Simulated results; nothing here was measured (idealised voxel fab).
Presented below is a process module, voxel wiring stack.
It is cross-section cut that appears here, measuring 145 nm in width, its square cells being 5 nm in size.
In what follows, cross-sections appear as grids of square cells, described through bands that run from the top down, where every band is one or more rows of cells.
Within each band entry, the heights of the top and of the bottom of the band appear first, in that order and in nm; the materials of the band then follow from left to right, each with its corresponding width in nm. The designation "edge to edge" on a single material indicates that it fills the band from edge to edge; the designation "air" indicates empty space.
It should be noted that heights are counted from 0, beneath which the wafer as supplied is of one material throughout, and that the lowest band possesses no lower boundary but continues downward, as written in "0 and below".
Width: "30->40" (first number = top row, second number = bottom row, same change from row to row of cells).
"nothing changed", as given for a step, is the statement that not any cell of the cross-section underwent a change during that step.
The entry titled "Enclosed void list" provides the empty spaces that have no open way to the top, restricted to those of 8 cells or more. Each is presented as width x height at distance, the distance being measured from the left edge, with all three in nm.
Text after the settings on a step's line: the simulator's own remark on that step.
"overlay nm" answers the question of how far to the right of plan the mask lay on a step that has a mask, and when it is negative the answer is to the left.
Every pair from here on: before one process step, after it. The after cross-section reaches only to the lowest band that changed. Below the pair: the step in between and its settings. Pairs can belong to different runs of this module on the same starting wafer; a pair carries on from the pair above only if the entry headed "Pre-step cross-section" says so.

**Pre-step cross-section**
  70 down to 55 = aC=40; air=15; aC=90
  55 down to 40 = lowk=40; air=15; lowk=90
  40 down to 35 = SiCN edge to edge
  35 down to 20 = lowk=40; W=20; lowk=25; W=20; lowk=40
  20 down to 5 = SiO2 edge to edge
  5 down to 0 = TiN edge to edge
  0 and below = Si edge to edge
  Enclosed void list: none

**Cut View, Post-Step**
  70 down to 55 = aC=40; air=15; aC=90
  55 down to 40 = lowk=40; air=15; lowk=90
  40 down to 35 = SiCN=40; air=15; SiCN=90
  Anything lower than 35 is untouched.
  Enclosed void list: none
Intermediate step for the cross-sections above: DIRECTIONAL_ETCH | etch materials SiCN | depth nm 5

Pre-step cross-section: taken from the pair above, after panel.

**Cut View, Post-Step**
  55 down to 40 = lowk=40; air=15; lowk=90
  Anything lower than 40 is untouched.
  Enclosed void list: none
Intermediate step for the cross-sections above: STRIP | etch materials aC

Pre-step cross-section: taken from the pair above, after panel.

**Cut View, Post-Step**
  60 down to 55 = TiN=45; air=5; TiN=95
  55 down to 40 = lowk=40; TiN=5; air=5; TiN=5; lowk=90
  40 down to 35 = SiCN=40; TiN=15; SiCN=90
  Anything lower than 35 is untouched.
  Enclosed void list: none
Intermediate step for the cross-sections above: CONFORMAL_DEP | material TiN | thk nm 5

Pre-step cross-section: taken from the pair above, after panel.

**Cut View, Post-Step**
  65 down to 60 = Ru edge to edge
  60 down to 55 = TiN=45; Ru=5; TiN=95
  55 down to 40 = lowk=40; TiN=5; Ru=5; TiN=5; lowk=90
  Anything lower than 40 is untouched.
  Enclosed void list: none
Intermediate step for the cross-sections above: FILL_DEP | material Ru | thk nm 5

Pre-step cross-section: taken from the pair above, after panel.

**Cut View, Post-Step**
  55 down to 40 = lowk=40; TiN=5; Ru=5; TiN=5; lowk=90
  Anything lower than 40 is untouched.
  Enclosed void list: none
Intermediate step for the cross-sections above: CMP | height nm 55

Pre-step cross-section: taken from the pair above, after panel.

**Cut View, Post-Step**
  60 down to 55 = SiN edge to edge
  Anything lower than 55 is untouched.
  Enclosed void list: none
Intermediate step for the cross-sections above: CONFORMAL_DEP | material SiN | thk nm 5

Pre-step cross-section: taken from the pair above, after panel.

**Cut View, Post-Step**
  75 down to 60 = SiO2 edge to edge
  Anything lower than 60 is untouched.
  Enclosed void list: none
Intermediate step for the cross-sections above: DIRECTIONAL_DEP | material SiO2 | thk nm 15

Pre-step cross-section: taken from the pair above, after panel.

**Cut View, Post-Step**
  95 down to 75 = resist=40; air=20; resist=25; air=20; resist=40
  Anything lower than 75 is untouched.
  Enclosed void list: none
Intermediate step for the cross-sections above: PATTERN | tone open | mask id METAL_2 | material resist | width nm 20 | pitch nm 45 | thk nm 20 | overlay nm 0

Pre-step cross-section: taken from the pair above, after panel.

**Cut View, Post-Step**
  95 down to 75 = resist=40; air=20; resist=25; air=20; resist=40
  75 down to 60 = SiO2=40; air=20; SiO2=25; air=20; SiO2=40
  Anything lower than 60 is untouched.
  Enclosed void list: none
Intermediate step for the cross-sections above: DIRECTIONAL_ETCH | etch materials SiO2 | depth nm 15

Pre-step cross-section: taken from the pair above, after panel.

**Cut View, Post-Step**
  95 down to 75 = resist=40; air=20; resist=25; air=20; resist=40
  75 down to 60 = SiO2=40; air=20; SiO2=25; air=20; SiO2=40
  60 down to 55 = SiN=40; air=20; SiN=25; air=20; SiN=40
  Anything lower than 55 is untouched.
  Enclosed void list: none
Intermediate step for the cross-sections above: DIRECTIONAL_ETCH | etch materials SiN | depth nm 5

Pre-step cross-section: taken from the pair above, after panel.

**Cut View, Post-Step**
  75 down to 60 = SiO2=40; air=20; SiO2=25; air=20; SiO2=40
  Anything lower than 60 is untouched.
  Enclosed void list: none
Intermediate step for the cross-sections above: STRIP | etch materials resist

Pre-step cross-section: taken from the pair above, after panel.

**Cut View, Post-Step**
  80 down to 75 = TiN=45; air=10; TiN=35; air=10; TiN=45
  75 down to 60 = SiO2=40; TiN=5; air=10; TiN=5; SiO2=25; TiN=5; air=10; TiN=5; SiO2=40
  60 down to 55 = SiN=40; TiN=20; SiN=25; TiN=20; SiN=40
  Anything lower than 55 is untouched.
  Enclosed void list: none
Intermediate step for the cross-sections above: CONFORMAL_DEP | material TiN | thk nm 5

Pre-step cross-section: taken from the pair above, after panel.

**Cut View, Post-Step**
  90 down to 80 = Ru edge to edge
  80 down to 75 = TiN=45; Ru=10; TiN=35; Ru=10; TiN=45
  75 down to 60 = SiO2=40; TiN=5; Ru=10; TiN=5; SiO2=25; TiN=5; Ru=10; TiN=5; SiO2=40
  Anything lower than 60 is untouched.
  Enclosed void list: none
Intermediate step for the cross-sections above: FILL_DEP | material Ru | thk nm 10

Pre-step cross-section: taken from the pair above, after panel.

**Cut View, Post-Step**
  75 down to 60 = SiO2=40; TiN=5; Ru=10; TiN=5; SiO2=25; TiN=5; Ru=10; TiN=5; SiO2=40
  Anything lower than 60 is untouched.
  Enclosed void list: none
Intermediate step for the cross-sections above: CMP | height nm 75

Pre-step cross-section: taken from the pair above, after panel.

**Cut View, Post-Step**
  80 down to 75 = SiN edge to edge
  Anything lower than 75 is untouched.
  Enclosed void list: none
Intermediate step for the cross-sections above: CONFORMAL_DEP | material SiN | thk nm 5

**Pre-step cross-section**
  65 down to 60 = Ru edge to edge
  60 down to 55 = TiN=45; Ru=5; TiN=95
  55 down to 40 = lowk=40; TiN=5; Ru=5; TiN=5; lowk=90
  40 down to 35 = SiCN=40; TiN=15; SiCN=90
  35 down to 20 = lowk=40; W=20; lowk=25; W=20; lowk=40
  20 down to 15 = lowk=40; TiN=20; lowk=25; TiN=20; lowk=40
  15 down to 0 = SiO2 edge to edge
  0 and below = Si edge to edge
  Enclosed void list: none

**Cut View, Post-Step**
  50 down to 40 = lowk=40; TiN=5; Ru=5; TiN=5; lowk=90
  Anything lower than 40 is untouched.
  Enclosed void list: none
Intermediate step for the cross-sections above: CMP | height nm 50

Pre-step cross-section: taken from the pair above, after panel.

**Cut View, Post-Step**
  55 down to 50 = SiN edge to edge
  Anything lower than 50 is untouched.
  Enclosed void list: none
Intermediate step for the cross-sections above: CONFORMAL_DEP | material SiN | thk nm 5

Pre-step cross-section: taken from the pair above, after panel.

**Cut View, Post-Step**
  70 down to 55 = SiO2 edge to edge
  Anything lower than 55 is untouched.
  Enclosed void list: none
Intermediate step for the cross-sections above: DIRECTIONAL_DEP | material SiO2 | thk nm 15

Pre-step cross-section: taken from the pair above, after panel.

**Cut View, Post-Step**
  90 down to 70 = resist=40; air=20; resist=25; air=20; resist=40
  Anything lower than 70 is untouched.
  Enclosed void list: none
Intermediate step for the cross-sections above: PATTERN | tone open | mask id METAL_2 | material resist | width nm 20 | pitch nm 45 | thk nm 20 | overlay nm 0

Pre-step cross-section: taken from the pair above, after panel.

**Cut View, Post-Step**
  90 down to 70 = resist=40; air=20; resist=25; air=20; resist=40
  70 down to 55 = SiO2=40; air=20; SiO2=25; air=20; SiO2=40
  Anything lower than 55 is untouched.
  Enclosed void list: none
Intermediate step for the cross-sections above: DIRECTIONAL_ETCH | etch materials SiO2 | depth nm 15

Pre-step cross-section: taken from the pair above, after panel.

**Cut View, Post-Step**
  90 down to 70 = resist=40; air=20; resist=25; air=20; resist=40
  70 down to 55 = SiO2=40; air=20; SiO2=25; air=20; SiO2=40
  55 down to 50 = SiN=40; air=20; SiN=25; air=20; SiN=40
  Anything lower than 50 is untouched.
  Enclosed void list: none
Intermediate step for the cross-sections above: DIRECTIONAL_ETCH | etch materials SiN | depth nm 5

Pre-step cross-section: taken from the pair above, after panel.

**Cut View, Post-Step**
  70 down to 55 = SiO2=40; air=20; SiO2=25; air=20; SiO2=40
  Anything lower than 55 is untouched.
  Enclosed void list: none
Intermediate step for the cross-sections above: STRIP | etch materials resist

Pre-step cross-section: taken from the pair above, after panel.

**Cut View, Post-Step**
  75 down to 70 = TiN=45; air=10; TiN=35; air=10; TiN=45
  70 down to 55 = SiO2=40; TiN=5; air=10; TiN=5; SiO2=25; TiN=5; air=10; TiN=5; SiO2=40
  55 down to 50 = SiN=40; TiN=20; SiN=25; TiN=20; SiN=40
  Anything lower than 50 is untouched.
  Enclosed void list: none
Intermediate step for the cross-sections above: CONFORMAL_DEP | material TiN | thk nm 5

Pre-step cross-section: taken from the pair above, after panel.

**Cut View, Post-Step**
  85 down to 75 = Ru edge to edge
  75 down to 70 = TiN=45; Ru=10; TiN=35; Ru=10; TiN=45
  70 down to 55 = SiO2=40; TiN=5; Ru=10; TiN=5; SiO2=25; TiN=5; Ru=10; TiN=5; SiO2=40
  Anything lower than 55 is untouched.
  Enclosed void list: none
Intermediate step for the cross-sections above: FILL_DEP | material Ru | thk nm 10

Pre-step cross-section: taken from the pair above, after panel.

**Cut View, Post-Step**
  75 down to 70 = TiN=45; Ru=10; TiN=35; Ru=10; TiN=45
  Anything lower than 70 is untouched.
  Enclosed void list: none
Intermediate step for the cross-sections above: CMP | height nm 75

Pre-step cross-section: taken from the pair above, after panel.

**Cut View, Post-Step**
  80 down to 75 = SiN edge to edge
  Anything lower than 75 is untouched.
  Enclosed void list: none
Intermediate step for the cross-sections above: CONFORMAL_DEP | material SiN | thk nm 5

**Pre-step cross-section**
  75 down to 60 = SiO2 edge to edge
  60 down to 55 = SiN edge to edge
  55 down to 40 = lowk=40; TiN=5; Ru=5; TiN=5; lowk=90
  40 down to 35 = SiCN=40; TiN=15; SiCN=90
  35 down to 20 = lowk=40; W=20; lowk=25; W=20; lowk=40
  20 down to 15 = lowk=40; TiN=20; lowk=25; TiN=20; lowk=40
  15 down to 0 = SiO2 edge to edge
  0 and below = Si edge to edge
  Enclosed void list: none

**Cut View, Post-Step**
  95 down to 75 = resist=35; air=30; resist=15; air=30; resist=35
  Anything lower than 75 is untouched.
  Enclosed void list: none
Intermediate step for the cross-sections above: PATTERN | tone open | mask id METAL_2 | material resist | width nm 30 | pitch nm 45 | thk nm 20 | overlay nm 0

Pre-step cross-section: taken from the pair above, after panel.

**Cut View, Post-Step**
  95 down to 75 = resist=35; air=30; resist=15; air=30; resist=35
  75 down to 60 = SiO2=35; air=30; SiO2=15; air=30; SiO2=35
  Anything lower than 60 is untouched.
  Enclosed void list: none
Intermediate step for the cross-sections above: DIRECTIONAL_ETCH | etch materials SiO2 | depth nm 15

Pre-step cross-section: taken from the pair above, after panel.

**Cut View, Post-Step**
  95 down to 75 = resist=35; air=30; resist=15; air=30; resist=35
  75 down to 60 = SiO2=35; air=30; SiO2=15; air=30; SiO2=35
  60 down to 55 = SiN=35; air=30; SiN=15; air=30; SiN=35
  Anything lower than 55 is untouched.
  Enclosed void list: none
Intermediate step for the cross-sections above: DIRECTIONAL_ETCH | etch materials SiN | depth nm 5

Pre-step cross-section: taken from the pair above, after panel.

**Cut View, Post-Step**
  75 down to 60 = SiO2=35; air=30; SiO2=15; air=30; SiO2=35
  Anything lower than 60 is untouched.
  Enclosed void list: none
Intermediate step for the cross-sections above: STRIP | etch materials resist

Pre-step cross-section: taken from the pair above, after panel.

**Cut View, Post-Step**
  80 down to 75 = TiN=40; air=20; TiN=25; air=20; TiN=40
  75 down to 60 = SiO2=35; TiN=5; air=20; TiN=5; SiO2=15; TiN=5; air=20; TiN=5; SiO2=35
  60 down to 55 = SiN=35; TiN=30; SiN=15; TiN=30; SiN=35
  Anything lower than 55 is untouched.
  Enclosed void list: none
Intermediate step for the cross-sections above: CONFORMAL_DEP | material TiN | thk nm 5

Pre-step cross-section: taken from the pair above, after panel.

**Cut View, Post-Step**
  90 down to 80 = Ru edge to edge
  80 down to 75 = TiN=40; Ru=20; TiN=25; Ru=20; TiN=40
  75 down to 60 = SiO2=35; TiN=5; Ru=20; TiN=5; SiO2=15; TiN=5; Ru=20; TiN=5; SiO2=35
  Anything lower than 60 is untouched.
  Enclosed void list: none
Intermediate step for the cross-sections above: FILL_DEP | material Ru | thk nm 10

Pre-step cross-section: taken from the pair above, after panel.

**Cut View, Post-Step**
  75 down to 60 = SiO2=35; TiN=5; Ru=20; TiN=5; SiO2=15; TiN=5; Ru=20; TiN=5; SiO2=35
  Anything lower than 60 is untouched.
  Enclosed void list: none
Intermediate step for the cross-sections above: CMP | height nm 75

Pre-step cross-section: taken from the pair above, after panel.

**Cut View, Post-Step**
  80 down to 75 = SiN edge to edge
  Anything lower than 75 is untouched.
  Enclosed void list: none
Intermediate step for the cross-sections above: CONFORMAL_DEP | material SiN | thk nm 5

**Pre-step cross-section**
  75 down to 60 = SiO2 edge to edge
  60 down to 55 = SiN edge to edge
  55 down to 40 = lowk=40; TiN=5; Ru=5; TiN=5; lowk=90
  40 down to 35 = SiCN=40; TiN=15; SiCN=90
  35 down to 20 = lowk=40; W=20; lowk=25; W=20; lowk=40
  20 down to 15 = lowk=40; TiN=20; lowk=25; TiN=20; lowk=40
  15 down to 0 = SiO2 edge to edge
  0 and below = Si edge to edge
  Enclosed void list: none

**Cut View, Post-Step**
  95 down to 75 = resist=50; air=20; resist=25; air=20; resist=30
  Anything lower than 75 is untouched.
  Enclosed void list: none
Intermediate step for the cross-sections above: PATTERN | tone open | mask id METAL_2 | material resist | width nm 20 | pitch nm 45 | thk nm 20 | overlay nm 10

Pre-step cross-section: taken from the pair above, after panel.

**Cut View, Post-Step**
  95 down to 75 = resist=50; air=20; resist=25; air=20; resist=30
  75 down to 60 = SiO2=50; air=20; SiO2=25; air=20; SiO2=30
  Anything lower than 60 is untouched.
  Enclosed void list: none
Intermediate step for the cross-sections above: DIRECTIONAL_ETCH | etch materials SiO2 | depth nm 15

Pre-step cross-section: taken from the pair above, after panel.

**Cut View, Post-Step**
  95 down to 75 = resist=50; air=20; resist=25; air=20; resist=30
  75 down to 60 = SiO2=50; air=20; SiO2=25; air=20; SiO2=30
  60 down to 55 = SiN=50; air=20; SiN=25; air=20; SiN=30
  Anything lower than 55 is untouched.
  Enclosed void list: none
Intermediate step for the cross-sections above: DIRECTIONAL_ETCH | etch materials SiN | depth nm 5

Pre-step cross-section: taken from the pair above, after panel.

**Cut View, Post-Step**
  75 down to 60 = SiO2=50; air=20; SiO2=25; air=20; SiO2=30
  Anything lower than 60 is untouched.
  Enclosed void list: none
Intermediate step for the cross-sections above: STRIP | etch materials resist

Pre-step cross-section: taken from the pair above, after panel.

**Cut View, Post-Step**
  80 down to 75 = TiN=55; air=10; TiN=35; air=10; TiN=35
  75 down to 60 = SiO2=50; TiN=5; air=10; TiN=5; SiO2=25; TiN=5; air=10; TiN=5; SiO2=30
  60 down to 55 = SiN=50; TiN=20; SiN=25; TiN=20; SiN=30
  Anything lower than 55 is untouched.
  Enclosed void list: none
Intermediate step for the cross-sections above: CONFORMAL_DEP | material TiN | thk nm 5

Pre-step cross-section: taken from the pair above, after panel.

**Cut View, Post-Step**
  90 down to 80 = Ru edge to edge
  80 down to 75 = TiN=55; Ru=10; TiN=35; Ru=10; TiN=35
  75 down to 60 = SiO2=50; TiN=5; Ru=10; TiN=5; SiO2=25; TiN=5; Ru=10; TiN=5; SiO2=30
  Anything lower than 60 is untouched.
  Enclosed void list: none
Intermediate step for the cross-sections above: FILL_DEP | material Ru | thk nm 10

Pre-step cross-section: taken from the pair above, after panel.

**Cut View, Post-Step**
  75 down to 60 = SiO2=50; TiN=5; Ru=10; TiN=5; SiO2=25; TiN=5; Ru=10; TiN=5; SiO2=30
  Anything lower than 60 is untouched.
  Enclosed void list: none
Intermediate step for the cross-sections above: CMP | height nm 75

Pre-step cross-section: taken from the pair above, after panel.

**Cut View, Post-Step**
  80 down to 75 = SiN edge to edge
  Anything lower than 75 is untouched.
  Enclosed void list: none
Intermediate step for the cross-sections above: CONFORMAL_DEP | material SiN | thk nm 5

**Pre-step cross-section**
  20 down to 15 = TiN edge to edge
  15 down to 0 = SiO2 edge to edge
  0 and below = Si edge to edge
  Enclosed void list: none

**Cut View, Post-Step**
  35 down to 20 = SiN edge to edge
  Anything lower than 20 is untouched.
  Enclosed void list: none
Intermediate step for the cross-sections above: DIRECTIONAL_DEP | material SiN | thk nm 15

Pre-step cross-section: taken from the pair above, after panel.

**Cut View, Post-Step**
  40 down to 35 = lowk edge to edge
  Anything lower than 35 is untouched.
  Enclosed void list: none
Intermediate step for the cross-sections above: FILL_DEP | material lowk | thk nm 5

Pre-step cross-section: taken from the pair above, after panel.

**Cut View, Post-Step**
  35 down to 20 = SiN edge to edge
  Anything lower than 20 is untouched.
  Enclosed void list: none
Intermediate step for the cross-sections above: CMP | height nm 35

Pre-step cross-section: taken from the pair above, after panel.

**Cut View, Post-Step**
  40 down to 35 = SiCN edge to edge
  Anything lower than 35 is untouched.
  Enclosed void list: none
Intermediate step for the cross-sections above: CONFORMAL_DEP | material SiCN | thk nm 5

Pre-step cross-section: taken from the pair above, after panel.

**Cut View, Post-Step**
  55 down to 40 = lowk edge to edge
  Anything lower than 40 is untouched.
  Enclosed void list: none
Intermediate step for the cross-sections above: DIRECTIONAL_DEP | material lowk | thk nm 15

Pre-step cross-section: taken from the pair above, after panel.

**Cut View, Post-Step**
  70 down to 55 = aC edge to edge
  Anything lower than 55 is untouched.
  Enclosed void list: none
Intermediate step for the cross-sections above: DIRECTIONAL_DEP | material aC | thk nm 15

Pre-step cross-section: taken from the pair above, after panel.

**Cut View, Post-Step**
  100 down to 70 = resist=40; air=15; resist=90
  Anything lower than 70 is untouched.
  Enclosed void list: none
Intermediate step for the cross-sections above: PATTERN | tone open | mask id PLUG_1 | material resist | width nm 15 | thk nm 30 | overlay nm 0

Pre-step cross-section: taken from the pair above, after panel.

**Cut View, Post-Step**
  85 down to 70 = resist=40; air=15; resist=90
  70 down to 55 = aC=40; air=15; aC=90
  Anything lower than 55 is untouched.
  Enclosed void list: none
Intermediate step for the cross-sections above: DIRECTIONAL_ETCH | etch materials aC | depth nm 15

Pre-step cross-section: taken from the pair above, after panel.

**Cut View, Post-Step**
  70 down to 55 = aC=40; air=15; aC=90
  Anything lower than 55 is untouched.
  Enclosed void list: none
Intermediate step for the cross-sections above: STRIP | etch materials resist

Pre-step cross-section: taken from the pair above, after panel.

**Cut View, Post-Step**
  70 down to 55 = aC=40; air=15; aC=90
  55 down to 40 = lowk=40; air=15; lowk=90
  Anything lower than 40 is untouched.
  Enclosed void list: none
Intermediate step for the cross-sections above: DIRECTIONAL_ETCH | etch materials lowk | depth nm 15

Pre-step cross-section: taken from the pair above, after panel.

**Cut View, Post-Step**
  70 down to 55 = aC=40; air=15; aC=90
  55 down to 40 = lowk=40; air=15; lowk=90
  40 down to 35 = SiCN=40; air=15; SiCN=90
  Anything lower than 35 is untouched.
  Enclosed void list: none
Intermediate step for the cross-sections above: DIRECTIONAL_ETCH | etch materials SiCN | depth nm 5

Pre-step cross-section: taken from the pair above, after panel.

**Cut View, Post-Step**
  55 down to 40 = lowk=40; air=15; lowk=90
  Anything lower than 40 is untouched.
  Enclosed void list: none
Intermediate step for the cross-sections above: STRIP | etch materials aC

Pre-step cross-section: taken from the pair above, after panel.

**Cut View, Post-Step**
  60 down to 55 = TiN=45; air=5; TiN=95
  55 down to 40 = lowk=40; TiN=5; air=5; TiN=5; lowk=90
  40 down to 35 = SiCN=40; TiN=15; SiCN=90
  Anything lower than 35 is untouched.
  Enclosed void list: none
Intermediate step for the cross-sections above: CONFORMAL_DEP | material TiN | thk nm 5

Pre-step cross-section: taken from the pair above, after panel.

**Cut View, Post-Step**
  65 down to 60 = Ru edge to edge
  60 down to 55 = TiN=45; Ru=5; TiN=95
  55 down to 40 = lowk=40; TiN=5; Ru=5; TiN=5; lowk=90
  Anything lower than 40 is untouched.
  Enclosed void list: none
Intermediate step for the cross-sections above: FILL_DEP | material Ru | thk nm 5

Pre-step cross-section: taken from the pair above, after panel.

**Cut View, Post-Step**
  55 down to 40 = lowk=40; TiN=5; Ru=5; TiN=5; lowk=90
  Anything lower than 40 is untouched.
  Enclosed void list: none
Intermediate step for the cross-sections above: CMP | height nm 55

Pre-step cross-section: taken from the pair above, after panel.

**Cut View, Post-Step**
  60 down to 55 = SiN edge to edge
  Anything lower than 55 is untouched.
  Enclosed void list: none
Intermediate step for the cross-sections above: CONFORMAL_DEP | material SiN | thk nm 5

Pre-step cross-section: taken from the pair above, after panel.

**Cut View, Post-Step**
  75 down to 60 = SiO2 edge to edge
  Anything lower than 60 is untouched.
  Enclosed void list: none
Intermediate step for the cross-sections above: DIRECTIONAL_DEP | material SiO2 | thk nm 15

Pre-step cross-section: taken from the pair above, after panel.

**Cut View, Post-Step**
  95 down to 75 = resist=40; air=20; resist=25; air=20; resist=40
  Anything lower than 75 is untouched.
  Enclosed void list: none
Intermediate step for the cross-sections above: PATTERN | tone open | mask id METAL_2 | material resist | width nm 20 | pitch nm 45 | thk nm 20 | overlay nm 0

Pre-step cross-section: taken from the pair above, after panel.

**Cut View, Post-Step**
  95 down to 75 = resist=40; air=20; resist=25; air=20; resist=40
  75 down to 60 = SiO2=40; air=20; SiO2=25; air=20; SiO2=40
  Anything lower than 60 is untouched.
  Enclosed void list: none
Intermediate step for the cross-sections above: DIRECTIONAL_ETCH | etch materials SiO2 | depth nm 15

Pre-step cross-section: taken from the pair above, after panel.

**Cut View, Post-Step**
  95 down to 75 = resist=40; air=20; resist=25; air=20; resist=40
  75 down to 60 = SiO2=40; air=20; SiO2=25; air=20; SiO2=40
  60 down to 55 = SiN=40; air=20; SiN=25; air=20; SiN=40
  Anything lower than 55 is untouched.
  Enclosed void list: none
Intermediate step for the cross-sections above: DIRECTIONAL_ETCH | etch materials SiN | depth nm 5

Pre-step cross-section: taken from the pair above, after panel.

**Cut View, Post-Step**
  75 down to 60 = SiO2=40; air=20; SiO2=25; air=20; SiO2=40
  Anything lower than 60 is untouched.
  Enclosed void list: none
Intermediate step for the cross-sections above: STRIP | etch materials resist

Pre-step cross-section: taken from the pair above, after panel.

**Cut View, Post-Step**
  80 down to 75 = TiN=45; air=10; TiN=35; air=10; TiN=45
  75 down to 60 = SiO2=40; TiN=5; air=10; TiN=5; SiO2=25; TiN=5; air=10; TiN=5; SiO2=40
  60 down to 55 = SiN=40; TiN=20; SiN=25; TiN=20; SiN=40
  Anything lower than 55 is untouched.
  Enclosed void list: none
Intermediate step for the cross-sections above: CONFORMAL_DEP | material TiN | thk nm 5

Pre-step cross-section: taken from the pair above, after panel.

**Cut View, Post-Step**
  90 down to 80 = Ru edge to edge
  80 down to 75 = TiN=45; Ru=10; TiN=35; Ru=10; TiN=45
  75 down to 60 = SiO2=40; TiN=5; Ru=10; TiN=5; SiO2=25; TiN=5; Ru=10; TiN=5; SiO2=40
  Anything lower than 60 is untouched.
  Enclosed void list: none
Intermediate step for the cross-sections above: FILL_DEP | material Ru | thk nm 10

Pre-step cross-section: taken from the pair above, after panel.

**Cut View, Post-Step**
  75 down to 60 = SiO2=40; TiN=5; Ru=10; TiN=5; SiO2=25; TiN=5; Ru=10; TiN=5; SiO2=40
  Anything lower than 60 is untouched.
  Enclosed void list: none
Intermediate step for the cross-sections above: CMP | height nm 75

Pre-step cross-section: taken from the pair above, after panel.

**Cut View, Post-Step**
  80 down to 75 = SiN edge to edge
  Anything lower than 75 is untouched.
  Enclosed void list: none
Intermediate step for the cross-sections above: CONFORMAL_DEP | material SiN | thk nm 5

**Pre-step cross-section**
  70 down to 55 = aC edge to edge
  55 down to 40 = lowk edge to edge
  40 down to 35 = SiCN edge to edge
  35 down to 20 = lowk=40; W=20; lowk=25; W=20; lowk=40
  20 down to 15 = lowk=40; TiN=20; lowk=25; TiN=20; lowk=40
  15 down to 0 = SiO2 edge to edge
  0 and below = Si edge to edge
  Enclosed void list: none

**Cut View, Post-Step**
  100 down to 70 = air=40; resist=15; air=90
  Anything lower than 70 is untouched.
  Enclosed void list: none
Intermediate step for the cross-sections above: PATTERN | tone cover | mask id PLUG_1 | material resist | width nm 15 | thk nm 30 | overlay nm 0

Pre-step cross-section: taken from the pair above, after panel.

**Cut View, Post-Step**
  85 down to 70 = air=40; resist=15; air=90
  70 down to 55 = air=40; aC=15; air=90
  Anything lower than 55 is untouched.
  Enclosed void list: none
Intermediate step for the cross-sections above: DIRECTIONAL_ETCH | etch materials aC | depth nm 15

Pre-step cross-section: taken from the pair above, after panel.

**Cut View, Post-Step**
  70 down to 55 = air=40; aC=15; air=90
  Anything lower than 55 is untouched.
  Enclosed void list: none
Intermediate step for the cross-sections above: STRIP | etch materials resist

Pre-step cross-section: taken from the pair above, after panel.

**Cut View, Post-Step**
  70 down to 55 = air=40; aC=15; air=90
  55 down to 40 = air=40; lowk=15; air=90
  Anything lower than 40 is untouched.
  Enclosed void list: none
Intermediate step for the cross-sections above: DIRECTIONAL_ETCH | etch materials lowk | depth nm 15

Pre-step cross-section: taken from the pair above, after panel.

**Cut View, Post-Step**
  70 down to 55 = air=40; aC=15; air=90
  55 down to 40 = air=40; lowk=15; air=90
  40 down to 35 = air=40; SiCN=15; air=90
  Anything lower than 35 is untouched.
  Enclosed void list: none
Intermediate step for the cross-sections above: DIRECTIONAL_ETCH | etch materials SiCN | depth nm 5

Pre-step cross-section: taken from the pair above, after panel.

**Cut View, Post-Step**
  55 down to 40 = air=40; lowk=15; air=90
  Anything lower than 40 is untouched.
  Enclosed void list: none
Intermediate step for the cross-sections above: STRIP | etch materials aC

Pre-step cross-section: taken from the pair above, after panel.

**Cut View, Post-Step**
  60 down to 55 = air=35; TiN=25; air=85
  55 down to 40 = air=35; TiN=5; lowk=15; TiN=5; air=85
  40 down to 35 = TiN=40; SiCN=15; TiN=90
  Anything lower than 35 is untouched.
  Enclosed void list: none
Intermediate step for the cross-sections above: CONFORMAL_DEP | material TiN | thk nm 5

Pre-step cross-section: taken from the pair above, after panel.

**Cut View, Post-Step**
  65 down to 60 = Ru edge to edge
  60 down to 55 = Ru=35; TiN=25; Ru=85
  55 down to 40 = Ru=35; TiN=5; lowk=15; TiN=5; Ru=85
  Anything lower than 40 is untouched.
  Enclosed void list: none
Intermediate step for the cross-sections above: FILL_DEP | material Ru | thk nm 5

Pre-step cross-section: taken from the pair above, after panel.

**Cut View, Post-Step**
  55 down to 40 = Ru=35; TiN=5; lowk=15; TiN=5; Ru=85
  Anything lower than 40 is untouched.
  Enclosed void list: none
Intermediate step for the cross-sections above: CMP | height nm 55

Pre-step cross-section: taken from the pair above, after panel.

**Cut View, Post-Step**
  60 down to 55 = SiN edge to edge
  Anything lower than 55 is untouched.
  Enclosed void list: none
Intermediate step for the cross-sections above: CONFORMAL_DEP | material SiN | thk nm 5

Pre-step cross-section: taken from the pair above, after panel.

**Cut View, Post-Step**
  75 down to 60 = SiO2 edge to edge
  Anything lower than 60 is untouched.
  Enclosed void list: none
Intermediate step for the cross-sections above: DIRECTIONAL_DEP | material SiO2 | thk nm 15

Pre-step cross-section: taken from the pair above, after panel.

**Cut View, Post-Step**
  95 down to 75 = resist=40; air=20; resist=25; air=20; resist=40
  Anything lower than 75 is untouched.
  Enclosed void list: none
Intermediate step for the cross-sections above: PATTERN | tone open | mask id METAL_2 | material resist | width nm 20 | pitch nm 45 | thk nm 20 | overlay nm 0

Pre-step cross-section: taken from the pair above, after panel.

**Cut View, Post-Step**
  95 down to 75 = resist=40; air=20; resist=25; air=20; resist=40
  75 down to 60 = SiO2=40; air=20; SiO2=25; air=20; SiO2=40
  Anything lower than 60 is untouched.
  Enclosed void list: none
Intermediate step for the cross-sections above: DIRECTIONAL_ETCH | etch materials SiO2 | depth nm 15

Pre-step cross-section: taken from the pair above, after panel.

**Cut View, Post-Step**
  95 down to 75 = resist=40; air=20; resist=25; air=20; resist=40
  75 down to 60 = SiO2=40; air=20; SiO2=25; air=20; SiO2=40
  60 down to 55 = SiN=40; air=20; SiN=25; air=20; SiN=40
  Anything lower than 55 is untouched.
  Enclosed void list: none
Intermediate step for the cross-sections above: DIRECTIONAL_ETCH | etch materials SiN | depth nm 5

Pre-step cross-section: taken from the pair above, after panel.

**Cut View, Post-Step**
  75 down to 60 = SiO2=40; air=20; SiO2=25; air=20; SiO2=40
  Anything lower than 60 is untouched.
  Enclosed void list: none
Intermediate step for the cross-sections above: STRIP | etch materials resist

Pre-step cross-section: taken from the pair above, after panel.

**Cut View, Post-Step**
  80 down to 75 = TiN=45; air=10; TiN=35; air=10; TiN=45
  75 down to 60 = SiO2=40; TiN=5; air=10; TiN=5; SiO2=25; TiN=5; air=10; TiN=5; SiO2=40
  60 down to 55 = SiN=40; TiN=20; SiN=25; TiN=20; SiN=40
  Anything lower than 55 is untouched.
  Enclosed void list: none
Intermediate step for the cross-sections above: CONFORMAL_DEP | material TiN | thk nm 5

Pre-step cross-section: taken from the pair above, after panel.

**Cut View, Post-Step**
  90 down to 80 = Ru edge to edge
  80 down to 75 = TiN=45; Ru=10; TiN=35; Ru=10; TiN=45
  75 down to 60 = SiO2=40; TiN=5; Ru=10; TiN=5; SiO2=25; TiN=5; Ru=10; TiN=5; SiO2=40
  Anything lower than 60 is untouched.
  Enclosed void list: none
Intermediate step for the cross-sections above: FILL_DEP | material Ru | thk nm 10
